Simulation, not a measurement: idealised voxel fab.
The following process module bears the name voxel released beams.
For reference, the cross-section in this document is cut, with width 185 nm and square cells of 5 nm.
A cross-section is written here as square cells arranged in a grid, and it is given in bands from the top down, each band taking up one or more rows of cells. Quick guide to a band line: top height, bottom height (nm) up front; then every material left to right with its width in nm. Only one material and it's marked "all across"? Then it fills the band edge to edge. And "blank" just means empty space. We count height from 0. Below that, the starting wafer is all one material. The lowest band never ends at the bottom but goes on down; see "0 -> down" for how that is written. The two numbers in a width such as "30->40" mark its ends across the band: the first belongs to the top row of cells, the second to the bottom row, and from each row to the next the width moves by the same amount. "all unchanged" after a step means that no cell of the cross-section changed. The list in "Cavities, sealed" covers empty spaces of 8 cells or more that cannot reach the top through any open way, and it gives each as width x height at distance; the distance is from the left edge, and width, height and distance are in nm. Step line, after settings: the simulator's comment on this step. overlay nm: where the mask lay relative to plan, measured to the right, on steps with a mask; negatives go left.
Planned step list for the process
1,RECEIVE | material Si
2,CONFORMAL_DEP | material Al2O3 | thk nm 5
3,DIRECTIONAL_DEP | material SiO2 | thk nm 20
4,MASKED_ETCH | tone open | mask id ANCHOR | width nm 25 | etch materials SiO2 | depth nm 20 | overlay nm 0
5,CONFORMAL_DEP | material SiN | thk nm 10
6,DIRECTIONAL_DEP | material aC | thk nm 15
7,PATTERN | tone cover | mask id BEAM | material resist | width nm 110 | thk nm 35 | overlay nm 0
8,DIRECTIONAL_ETCH | etch materials aC | depth nm 15
9,STRIP | etch materials resist
10,DIRECTIONAL_ETCH | etch materials SiN | depth nm 10
11,STRIP | etch materials aC
12,STRIP | etch materials SiO2
As-received state of the wafer in cross-section, equivalent to post-step 1
* 0 -> down = Si all across
* Cavities, sealed: none
Final wafer profile in cross-section after the module, from the same start and plan as above, with one mistake made during processing
* 35 -> 25 = blank=35, SiN=10, blank=15, SiN=85, blank=40
* 25 -> 15 = blank=35, SiN=10, blank=15, SiN=10, blank=115
* 15 -> 5 = blank=35, SiN=35, blank=115
* 5 -> 0 = Al2O3 all across
* 0 -> down = Si all across
* Cavities, sealed: none
So what did we get wrong on this run? step 4 deviated from plan and actually ran as MASKED_ETCH | tone open | mask id ANCHOR | width nm 35 | etch materials SiO2 | depth nm 20 | overlay nm 0
